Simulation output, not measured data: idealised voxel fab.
Process module name: voxel transistor to metal
The cross-section on display is named cut; it measures 210 nm wide, and its cells are 5 nm squares.
Cross-section, as written here: a square-cell grid given band by band from the top down, where a band holds one or more rows of cells. Look at the band entry: it leads with the top's height and the bottom's height in nm. Then it lists the materials left to right, with a width in nm for each. The word "all across" on a single material says that material fills the band edge to edge. The word "empty" is empty space. Ref level 0: as-received wafer is one material below here. Bottom band extends down with no lower bound ("0 -> down"). Quick explanation for "30..40": the width changes in equal steps down the rows of cells, from the first number in the band's top row to the second number in its bottom row. Key: "same as before" - step with no changed cell in the cross-section. Empty spaces counting at least 8 cells and having no open way to the top are listed in "Cavities, closed". The notation width x height at distance is used for each, the distance being from the left edge and all three values in nm. On each step's line, the part that comes after the settings is the simulator's own comment on the step. The "overlay nm" setting may appear on a step's line; for a step that uses a mask, it gives how far to the right of its planned position the mask lay, and a negative value indicates the left.

[Steps in the process plan]
1) RECEIVE with material Si
2) CONFORMAL_DEP with material SiO2, thk nm 5
3) CONFORMAL_DEP with material SiN, thk nm 15
4) MASKED_ETCH with tone cover, mask id ACTIVE, width nm 100, etch materials SiN, depth nm 15, overlay nm 0
5) MASKED_ETCH with tone cover, mask id ACTIVE, width nm 100, etch materials SiO2, depth nm 5, overlay nm 0
6) MASKED_ETCH with tone cover, mask id ACTIVE, width nm 100, etch materials Si, depth nm 25, overlay nm 0
7) OXIDIZE with depth nm 5
8) FILL_DEP with material SiO2, thk nm 10
9) CMP with height nm 20
10) SELECTIVE_ETCH with etch materials SiO2, depth nm 15
11) STRIP with etch materials SiN
12) SELECTIVE_ETCH with etch materials SiO2, depth nm 5
13) OXIDIZE with depth nm 5
14) DIRECTIONAL_DEP with material polySi, thk nm 30
15) DIRECTIONAL_DEP with material SiCN, thk nm 10
16) MASKED_ETCH with tone cover, mask id GATE, width nm 20, etch materials SiCN, depth nm 20, overlay nm 0
17) MASKED_ETCH with tone cover, mask id GATE, width nm 20, etch materials polySi, depth nm 40, overlay nm 0
18) CONFORMAL_DEP with material SiO2, thk nm 5
19) DIRECTIONAL_ETCH with etch materials SiO2, depth nm 5
20) CONFORMAL_DEP with material SiN, thk nm 5
21) DIRECTIONAL_ETCH with etch materials SiN, depth nm 5
22) DIRECTIONAL_ETCH with etch materials SiO2, depth nm 5
23) DIRECTIONAL_ETCH with etch materials Si, depth nm 15
24) EPI with material nSi, thk nm 20
25) FILL_DEP with material SiO2, thk nm 5
26) CMP with height nm 40
27) DIRECTIONAL_DEP with material SiO2, thk nm 10
28) DIRECTIONAL_DEP with material aC, thk nm 10
29) PATTERN with tone open, mask id CONTACT, material resist, width nm 15, pitch nm 75, thk nm 25, overlay nm 0
30) DIRECTIONAL_ETCH with etch materials aC, depth nm 10
31) STRIP with etch materials resist
32) DIRECTIONAL_ETCH with etch materials SiO2, depth nm 50
33) STRIP with etch materials aC
34) CONFORMAL_DEP with material TiN, thk nm 5
35) FILL_DEP with material Ru, thk nm 5
36) CMP with height nm 50
37) CONFORMAL_DEP with material SiCN, thk nm 5
38) DIRECTIONAL_DEP with material lowk, thk nm 20
39) MASKED_ETCH with tone open, mask id METAL_1, width nm 15, pitch nm 75, etch materials lowk, depth nm 20, overlay nm 0
40) MASKED_ETCH with tone open, mask id METAL_1, width nm 15, pitch nm 75, etch materials SiCN, depth nm 5, overlay nm 0
41) CONFORMAL_DEP with material TiN, thk nm 5
42) FILL_DEP with material Cu, thk nm 5
43) CMP with height nm 75
44) CONFORMAL_DEP with material SiCN, thk nm 5

[On the first of the two wafers: run conducted according to plan]

[Wafer cross-section on receipt, i.e. after step 1]
    0 -> down | Si all across
    Cavities, closed: none

[Cross-sectional representation of the wafer at the conclusion of step 2]
    5 -> 0 | SiO2 all across
    Below 0, the layers are the same as they were.

[Cross-sectional representation of the wafer at the conclusion of step 3]
    20 -> 5 | SiN all across
    Below 5, the layers are the same as they were.

[Cross-sectional representation of the wafer at the conclusion of step 4]
    20 -> 5 | 55 nm empty  100 nm SiN  55 nm empty
    Below 5, the layers are the same as they were.

[Cross-sectional representation of the wafer at the conclusion of step 5]
    20 -> 5 | 55 nm empty  100 nm SiN  55 nm empty
    5 -> 0 | 55 nm empty  100 nm SiO2  55 nm empty
    Below 0, the layers are the same as they were.

[Cross-sectional representation of the wafer at the conclusion of step 6]
    20 -> 5 | 55 nm empty  100 nm SiN  55 nm empty
    5 -> 0 | 55 nm empty  100 nm SiO2  55 nm empty
    0 -> -25 | 55 nm empty  100 nm Si  55 nm empty
    Below -25, the layers are the same as they were.

[Cross-sectional representation of the wafer at the conclusion of step 7]
    20 -> 5 | 55 nm empty  100 nm SiN  55 nm empty
    5 -> 0 | 55 nm empty  100 nm SiO2  55 nm empty
    0 -> -25 | 55 nm empty  5 nm SiO2  90 nm Si  5 nm SiO2  55 nm empty
    -25 -> -30 | 60 nm SiO2  90 nm Si  60 nm SiO2
    Below -30, the layers are the same as they were.

[Cross-sectional representation of the wafer at the conclusion of step 8]
    30 -> 20 | SiO2 all across
    20 -> 5 | 55 nm SiO2  100 nm SiN  55 nm SiO2
    5 -> 0 | SiO2 all across
    0 -> -30 | 60 nm SiO2  90 nm Si  60 nm SiO2
    Below -30, the layers are the same as they were.

[Cross-sectional representation of the wafer at the conclusion of step 9]
    20 -> 5 | 55 nm SiO2  100 nm SiN  55 nm SiO2
    Below 5, the layers are the same as they were.

[Cross-sectional representation of the wafer at the conclusion of step 10]
    20 -> 5 | 55 nm empty  100 nm SiN  55 nm empty
    Below 5, the layers are the same as they were.

[Cross-sectional representation of the wafer at the conclusion of step 11]
    5 -> 0 | SiO2 all across
    Below 0, the layers are the same as they were.

[Cross-sectional representation of the wafer at the conclusion of step 12]
    0 -> -30 | 60 nm SiO2  90 nm Si  60 nm SiO2
    Below -30, the layers are the same as they were.

[Cross-sectional representation of the wafer at the conclusion of step 13]
    0 -> -5 | SiO2 all across
    Below -5, the layers are the same as they were.

[Cross-sectional representation of the wafer at the conclusion of step 14]
    30 -> 0 | polySi all across
    Below 0, the layers are the same as they were.

[Cross-sectional representation of the wafer at the conclusion of step 15]
    40 -> 30 | SiCN all across
    Below 30, the layers are the same as they were.

[Cross-sectional representation of the wafer at the conclusion of step 16]
    40 -> 30 | 95 nm empty  20 nm SiCN  95 nm empty
    Below 30, the layers are the same as they were.

[Cross-sectional representation of the wafer at the conclusion of step 17]
    40 -> 30 | 95 nm empty  20 nm SiCN  95 nm empty
    30 -> 0 | 95 nm empty  20 nm polySi  95 nm empty
    Below 0, the layers are the same as they were.

[Cross-sectional representation of the wafer at the conclusion of step 18]
    45 -> 40 | 90 nm empty  30 nm SiO2  90 nm empty
    40 -> 30 | 90 nm empty  5 nm SiO2  20 nm SiCN  5 nm SiO2  90 nm empty
    30 -> 5 | 90 nm empty  5 nm SiO2  20 nm polySi  5 nm SiO2  90 nm empty
    5 -> 0 | 95 nm SiO2  20 nm polySi  95 nm SiO2
    Below 0, the layers are the same as they were.

[Cross-sectional representation of the wafer at the conclusion of step 19]
    40 -> 30 | 90 nm empty  5 nm SiO2  20 nm SiCN  5 nm SiO2  90 nm empty
    30 -> 0 | 90 nm empty  5 nm SiO2  20 nm polySi  5 nm SiO2  90 nm empty
    Below 0, the layers are the same as they were.

[Cross-sectional representation of the wafer at the conclusion of step 20]
    45 -> 40 | 85 nm empty  40 nm SiN  85 nm empty
    40 -> 30 | 85 nm empty  5 nm SiN  5 nm SiO2  20 nm SiCN  5 nm SiO2  5 nm SiN  85 nm empty
    30 -> 5 | 85 nm empty  5 nm SiN  5 nm SiO2  20 nm polySi  5 nm SiO2  5 nm SiN  85 nm empty
    5 -> 0 | 90 nm SiN  5 nm SiO2  20 nm polySi  5 nm SiO2  90 nm SiN
    Below 0, the layers are the same as they were.

[Cross-sectional representation of the wafer at the conclusion of step 21]
    40 -> 30 | 85 nm empty  5 nm SiN  5 nm SiO2  20 nm SiCN  5 nm SiO2  5 nm SiN  85 nm empty
    30 -> 0 | 85 nm empty  5 nm SiN  5 nm SiO2  20 nm polySi  5 nm SiO2  5 nm SiN  85 nm empty
    Below 0, the layers are the same as they were.

[Cross-sectional representation of the wafer at the conclusion of step 22]
    40 -> 35 | 85 nm empty  5 nm SiN  5 nm empty  20 nm SiCN  5 nm empty  5 nm SiN  85 nm empty
    35 -> 30 | 85 nm empty  5 nm SiN  5 nm SiO2  20 nm SiCN  5 nm SiO2  5 nm SiN  85 nm empty
    30 -> 0 | 85 nm empty  5 nm SiN  5 nm SiO2  20 nm polySi  5 nm SiO2  5 nm SiN  85 nm empty
    0 -> -5 | 85 nm empty  40 nm SiO2  85 nm empty
    Below -5, the layers are the same as they were.

[Cross-sectional representation of the wafer at the conclusion of step 23]
    40 -> 35 | 85 nm empty  5 nm SiN  5 nm empty  20 nm SiCN  5 nm empty  5 nm SiN  85 nm empty
    35 -> 30 | 85 nm empty  5 nm SiN  5 nm SiO2  20 nm SiCN  5 nm SiO2  5 nm SiN  85 nm empty
    30 -> 0 | 85 nm empty  5 nm SiN  5 nm SiO2  20 nm polySi  5 nm SiO2  5 nm SiN  85 nm empty
    0 -> -5 | 85 nm empty  40 nm SiO2  85 nm empty
    -5 -> -20 | 60 nm SiO2  25 nm empty  40 nm Si  25 nm empty  60 nm SiO2
    Below -20, the layers are the same as they were.

[Cross-sectional representation of the wafer at the conclusion of step 24]
    40 -> 35 | 85 nm empty  5 nm SiN  5 nm empty  20 nm SiCN  5 nm empty  5 nm SiN  85 nm empty
    35 -> 30 | 85 nm empty  5 nm SiN  5 nm SiO2  20 nm SiCN  5 nm SiO2  5 nm SiN  85 nm empty
    30 -> 15 | 85 nm empty  5 nm SiN  5 nm SiO2  20 nm polySi  5 nm SiO2  5 nm SiN  85 nm empty
    15 -> 0 | 65 nm empty  20 nm nSi  5 nm SiN  5 nm SiO2  20 nm polySi  5 nm SiO2  5 nm SiN  20 nm nSi  65 nm empty
    0 -> -5 | 55 nm empty  30 nm nSi  40 nm SiO2  30 nm nSi  55 nm empty
    -5 -> -20 | 60 nm SiO2  25 nm nSi  40 nm Si  25 nm nSi  60 nm SiO2
    Below -20, the layers are the same as they were.

[Cross-sectional representation of the wafer at the conclusion of step 25]
    45 -> 40 | SiO2 all across
    40 -> 30 | 85 nm SiO2  5 nm SiN  5 nm SiO2  20 nm SiCN  5 nm SiO2  5 nm SiN  85 nm SiO2
    30 -> 15 | 85 nm SiO2  5 nm SiN  5 nm SiO2  20 nm polySi  5 nm SiO2  5 nm SiN  85 nm SiO2
    15 -> 0 | 65 nm SiO2  20 nm nSi  5 nm SiN  5 nm SiO2  20 nm polySi  5 nm SiO2  5 nm SiN  20 nm nSi  65 nm SiO2
    0 -> -5 | 55 nm SiO2  30 nm nSi  40 nm SiO2  30 nm nSi  55 nm SiO2
    Below -5, the layers are the same as they were.

[Cross-sectional representation of the wafer at the conclusion of step 26]
    40 -> 30 | 85 nm SiO2  5 nm SiN  5 nm SiO2  20 nm SiCN  5 nm SiO2  5 nm SiN  85 nm SiO2
    Below 30, the layers are the same as they were.

[Cross-sectional representation of the wafer at the conclusion of step 27]
    50 -> 40 | SiO2 all across
    Below 40, the layers are the same as they were.

[Cross-sectional representation of the wafer at the conclusion of step 28]
    60 -> 50 | aC all across
    Below 50, the layers are the same as they were.

[Cross-sectional representation of the wafer at the conclusion of step 29]
    85 -> 60 | 60 nm resist  15 nm empty  60 nm resist  15 nm empty  60 nm resist
    Below 60, the layers are the same as they were.

[Cross-sectional representation of the wafer at the conclusion of step 30]
    75 -> 60 | 60 nm resist  15 nm empty  60 nm resist  15 nm empty  60 nm resist
    60 -> 50 | 60 nm aC  15 nm empty  60 nm aC  15 nm empty  60 nm aC
    Below 50, the layers are the same as they were.

[Cross-sectional representation of the wafer at the conclusion of step 31]
    60 -> 50 | 60 nm aC  15 nm empty  60 nm aC  15 nm empty  60 nm aC
    Below 50, the layers are the same as they were.

[Cross-sectional representation of the wafer at the conclusion of step 32]
    60 -> 50 | 60 nm aC  15 nm empty  60 nm aC  15 nm empty  60 nm aC
    50 -> 40 | 60 nm SiO2  15 nm empty  60 nm SiO2  15 nm empty  60 nm SiO2
    40 -> 30 | 60 nm SiO2  15 nm empty  10 nm SiO2  5 nm SiN  5 nm SiO2  20 nm SiCN  5 nm SiO2  5 nm SiN  10 nm SiO2  15 nm empty  60 nm SiO2
    30 -> 15 | 60 nm SiO2  15 nm empty  10 nm SiO2  5 nm SiN  5 nm SiO2  20 nm polySi  5 nm SiO2  5 nm SiN  10 nm SiO2  15 nm empty  60 nm SiO2
    15 -> 0 | 60 nm SiO2  5 nm empty  20 nm nSi  5 nm SiN  5 nm SiO2  20 nm polySi  5 nm SiO2  5 nm SiN  20 nm nSi  5 nm empty  60 nm SiO2
    Below 0, the layers are the same as they were.

[Cross-sectional representation of the wafer at the conclusion of step 33]
    50 -> 40 | 60 nm SiO2  15 nm empty  60 nm SiO2  15 nm empty  60 nm SiO2
    Below 40, the layers are the same as they were.

[Cross-sectional representation of the wafer at the conclusion of step 34]
    55 -> 50 | 65 nm TiN  5 nm empty  70 nm TiN  5 nm empty  65 nm TiN
    50 -> 40 | 60 nm SiO2  5 nm TiN  5 nm empty  5 nm TiN  60 nm SiO2  5 nm TiN  5 nm empty  5 nm TiN  60 nm SiO2
    40 -> 30 | 60 nm SiO2  5 nm TiN  5 nm empty  5 nm TiN  10 nm SiO2  5 nm SiN  5 nm SiO2  20 nm SiCN  5 nm SiO2  5 nm SiN  10 nm SiO2  5 nm TiN  5 nm empty  5 nm TiN  60 nm SiO2
    30 -> 20 | 60 nm SiO2  5 nm TiN  5 nm empty  5 nm TiN  10 nm SiO2  5 nm SiN  5 nm SiO2  20 nm polySi  5 nm SiO2  5 nm SiN  10 nm SiO2  5 nm TiN  5 nm empty  5 nm TiN  60 nm SiO2
    20 -> 15 | 60 nm SiO2  15 nm TiN  10 nm SiO2  5 nm SiN  5 nm SiO2  20 nm polySi  5 nm SiO2  5 nm SiN  10 nm SiO2  15 nm TiN  60 nm SiO2
    15 -> 0 | 60 nm SiO2  5 nm TiN  20 nm nSi  5 nm SiN  5 nm SiO2  20 nm polySi  5 nm SiO2  5 nm SiN  20 nm nSi  5 nm TiN  60 nm SiO2
    Below 0, the layers are the same as they were.

[Cross-sectional representation of the wafer at the conclusion of step 35]
    60 -> 55 | Ru all across
    55 -> 50 | 65 nm TiN  5 nm Ru  70 nm TiN  5 nm Ru  65 nm TiN
    50 -> 40 | 60 nm SiO2  5 nm TiN  5 nm Ru  5 nm TiN  60 nm SiO2  5 nm TiN  5 nm Ru  5 nm TiN  60 nm SiO2
    40 -> 30 | 60 nm SiO2  5 nm TiN  5 nm Ru  5 nm TiN  10 nm SiO2  5 nm SiN  5 nm SiO2  20 nm SiCN  5 nm SiO2  5 nm SiN  10 nm SiO2  5 nm TiN  5 nm Ru  5 nm TiN  60 nm SiO2
    30 -> 20 | 60 nm SiO2  5 nm TiN  5 nm Ru  5 nm TiN  10 nm SiO2  5 nm SiN  5 nm SiO2  20 nm polySi  5 nm SiO2  5 nm SiN  10 nm SiO2  5 nm TiN  5 nm Ru  5 nm TiN  60 nm SiO2
    Below 20, the layers are the same as they were.

[Cross-sectional representation of the wafer at the conclusion of step 36]
    50 -> 40 | 60 nm SiO2  5 nm TiN  5 nm Ru  5 nm TiN  60 nm SiO2  5 nm TiN  5 nm Ru  5 nm TiN  60 nm SiO2
    Below 40, the layers are the same as they were.

[Cross-sectional representation of the wafer at the conclusion of step 37]
    55 -> 50 | SiCN all across
    Below 50, the layers are the same as they were.

[Cross-sectional representation of the wafer at the conclusion of step 38]
    75 -> 55 | lowk all across
    Below 55, the layers are the same as they were.

[Cross-sectional representation of the wafer at the conclusion of step 39]
    75 -> 55 | 60 nm lowk  15 nm empty  60 nm lowk  15 nm empty  60 nm lowk
    Below 55, the layers are the same as they were.

[Cross-sectional representation of the wafer at the conclusion of step 40]
    75 -> 55 | 60 nm lowk  15 nm empty  60 nm lowk  15 nm empty  60 nm lowk
    55 -> 50 | 60 nm SiCN  15 nm empty  60 nm SiCN  15 nm empty  60 nm SiCN
    Below 50, the layers are the same as they were.

[Cross-sectional representation of the wafer at the conclusion of step 41]
    80 -> 75 | 65 nm TiN  5 nm empty  70 nm TiN  5 nm empty  65 nm TiN
    75 -> 55 | 60 nm lowk  5 nm TiN  5 nm empty  5 nm TiN  60 nm lowk  5 nm TiN  5 nm empty  5 nm TiN  60 nm lowk
    55 -> 50 | 60 nm SiCN  15 nm TiN  60 nm SiCN  15 nm TiN  60 nm SiCN
    Below 50, the layers are the same as they were.

[Cross-sectional representation of the wafer at the conclusion of step 42]
    85 -> 80 | Cu all across
    80 -> 75 | 65 nm TiN  5 nm Cu  70 nm TiN  5 nm Cu  65 nm TiN
    75 -> 55 | 60 nm lowk  5 nm TiN  5 nm Cu  5 nm TiN  60 nm lowk  5 nm TiN  5 nm Cu  5 nm TiN  60 nm lowk
    Below 55, the layers are the same as they were.

[Cross-sectional representation of the wafer at the conclusion of step 43]
    75 -> 55 | 60 nm lowk  5 nm TiN  5 nm Cu  5 nm TiN  60 nm lowk  5 nm TiN  5 nm Cu  5 nm TiN  60 nm lowk
    Below 55, the layers are the same as they were.

[Cross-sectional representation of the wafer at the conclusion of step 44]
    80 -> 75 | SiCN all across
    Below 75, the layers are the same as they were.

[Second Wafer (Identical Start and Plan, One Processing Error; Matches First Wafer Through Step 28)]

[Cross-section: second wafer, time at which step 29 was scheduled to end]
    85 -> 60 | 55 nm resist  15 nm empty  60 nm resist  15 nm empty  65 nm resist
    Below 60, the layers are the same as they were.

[Cross-section: second wafer, time at which step 30 was scheduled to end]
    75 -> 60 | 55 nm resist  15 nm empty  60 nm resist  15 nm empty  65 nm resist
    60 -> 50 | 55 nm aC  15 nm empty  60 nm aC  15 nm empty  65 nm aC
    Below 50, the layers are the same as they were.

[Cross-section: second wafer, time at which step 31 was scheduled to end]
    60 -> 50 | 55 nm aC  15 nm empty  60 nm aC  15 nm empty  65 nm aC
    Below 50, the layers are the same as they were.

[Cross-section: second wafer, time at which step 32 was scheduled to end]
    60 -> 50 | 55 nm aC  15 nm empty  60 nm aC  15 nm empty  65 nm aC
    50 -> 40 | 55 nm SiO2  15 nm empty  60 nm SiO2  15 nm empty  65 nm SiO2
    40 -> 30 | 55 nm SiO2  15 nm empty  15 nm SiO2  5 nm SiN  5 nm SiO2  20 nm SiCN  5 nm SiO2  5 nm SiN  5 nm SiO2  15 nm empty  65 nm SiO2
    30 -> 15 | 55 nm SiO2  15 nm empty  15 nm SiO2  5 nm SiN  5 nm SiO2  20 nm polySi  5 nm SiO2  5 nm SiN  5 nm SiO2  15 nm empty  65 nm SiO2
    15 -> 0 | 55 nm SiO2  10 nm empty  20 nm nSi  5 nm SiN  5 nm SiO2  20 nm polySi  5 nm SiO2  5 nm SiN  20 nm nSi  65 nm SiO2
    Below 0, the layers are the same as they were.

[Cross-section: second wafer, time at which step 33 was scheduled to end]
    50 -> 40 | 55 nm SiO2  15 nm empty  60 nm SiO2  15 nm empty  65 nm SiO2
    Below 40, the layers are the same as they were.

[Cross-section: second wafer, time at which step 34 was scheduled to end]
    55 -> 50 | 60 nm TiN  5 nm empty  70 nm TiN  5 nm empty  70 nm TiN
    50 -> 40 | 55 nm SiO2  5 nm TiN  5 nm empty  5 nm TiN  60 nm SiO2  5 nm TiN  5 nm empty  5 nm TiN  65 nm SiO2
    40 -> 30 | 55 nm SiO2  5 nm TiN  5 nm empty  5 nm TiN  15 nm SiO2  5 nm SiN  5 nm SiO2  20 nm SiCN  5 nm SiO2  5 nm SiN  5 nm SiO2  5 nm TiN  5 nm empty  5 nm TiN  65 nm SiO2
    30 -> 20 | 55 nm SiO2  5 nm TiN  5 nm empty  5 nm TiN  15 nm SiO2  5 nm SiN  5 nm SiO2  20 nm polySi  5 nm SiO2  5 nm SiN  5 nm SiO2  5 nm TiN  5 nm empty  5 nm TiN  65 nm SiO2
    20 -> 15 | 55 nm SiO2  15 nm TiN  15 nm SiO2  5 nm SiN  5 nm SiO2  20 nm polySi  5 nm SiO2  5 nm SiN  5 nm SiO2  15 nm TiN  65 nm SiO2
    15 -> 0 | 55 nm SiO2  10 nm TiN  20 nm nSi  5 nm SiN  5 nm SiO2  20 nm polySi  5 nm SiO2  5 nm SiN  20 nm nSi  65 nm SiO2
    Below 0, the layers are the same as they were.

[Cross-section: second wafer, time at which step 35 was scheduled to end]
    60 -> 55 | Ru all across
    55 -> 50 | 60 nm TiN  5 nm Ru  70 nm TiN  5 nm Ru  70 nm TiN
    50 -> 40 | 55 nm SiO2  5 nm TiN  5 nm Ru  5 nm TiN  60 nm SiO2  5 nm TiN  5 nm Ru  5 nm TiN  65 nm SiO2
    40 -> 30 | 55 nm SiO2  5 nm TiN  5 nm Ru  5 nm TiN  15 nm SiO2  5 nm SiN  5 nm SiO2  20 nm SiCN  5 nm SiO2  5 nm SiN  5 nm SiO2  5 nm TiN  5 nm Ru  5 nm TiN  65 nm SiO2
    30 -> 20 | 55 nm SiO2  5 nm TiN  5 nm Ru  5 nm TiN  15 nm SiO2  5 nm SiN  5 nm SiO2  20 nm polySi  5 nm SiO2  5 nm SiN  5 nm SiO2  5 nm TiN  5 nm Ru  5 nm TiN  65 nm SiO2
    Below 20, the layers are the same as they were.

[Cross-section: second wafer, time at which step 36 was scheduled to end]
    50 -> 40 | 55 nm SiO2  5 nm TiN  5 nm Ru  5 nm TiN  60 nm SiO2  5 nm TiN  5 nm Ru  5 nm TiN  65 nm SiO2
    Below 40, the layers are the same as they were.

[Cross-section: second wafer, time at which step 37 was scheduled to end]
    55 -> 50 | SiCN all across
    Below 50, the layers are the same as they were.

[Cross-section: second wafer, time at which step 38 was scheduled to end]
    75 -> 55 | lowk all across
    Below 55, the layers are the same as they were.

[Cross-section: second wafer, time at which step 39 was scheduled to end]
    75 -> 55 | 60 nm lowk  15 nm empty  60 nm lowk  15 nm empty  60 nm lowk
    Below 55, the layers are the same as they were.

[Cross-section: second wafer, time at which step 40 was scheduled to end]
    75 -> 55 | 60 nm lowk  15 nm empty  60 nm lowk  15 nm empty  60 nm lowk
    55 -> 50 | 60 nm SiCN  15 nm empty  60 nm SiCN  15 nm empty  60 nm SiCN
    Below 50, the layers are the same as they were.

[Cross-section: second wafer, time at which step 41 was scheduled to end]
    80 -> 75 | 65 nm TiN  5 nm empty  70 nm TiN  5 nm empty  65 nm TiN
    75 -> 55 | 60 nm lowk  5 nm TiN  5 nm empty  5 nm TiN  60 nm lowk  5 nm TiN  5 nm empty  5 nm TiN  60 nm lowk
    55 -> 50 | 60 nm SiCN  15 nm TiN  60 nm SiCN  15 nm TiN  60 nm SiCN
    Below 50, the layers are the same as they were.

[Cross-section: second wafer, time at which step 42 was scheduled to end]
    85 -> 80 | Cu all across
    80 -> 75 | 65 nm TiN  5 nm Cu  70 nm TiN  5 nm Cu  65 nm TiN
    75 -> 55 | 60 nm lowk  5 nm TiN  5 nm Cu  5 nm TiN  60 nm lowk  5 nm TiN  5 nm Cu  5 nm TiN  60 nm lowk
    Below 55, the layers are the same as they were.

[Cross-section: second wafer, time at which step 43 was scheduled to end]
    75 -> 55 | 60 nm lowk  5 nm TiN  5 nm Cu  5 nm TiN  60 nm lowk  5 nm TiN  5 nm Cu  5 nm TiN  60 nm lowk
    Below 55, the layers are the same as they were.

[Cross-section: second wafer, time at which step 44 was scheduled to end]
    80 -> 75 | SiCN all across
    Below 75, the layers are the same as they were.
Deviation from plan: step 29 did not happen as planned, as run it was PATTERN with tone open, mask id CONTACT, material resist, width nm 15, pitch nm 75, thk nm 25, overlay nm -5
Same inventory, different map: at the end, the second wafer holds as many cells of each material as the first, placed elsewhere.
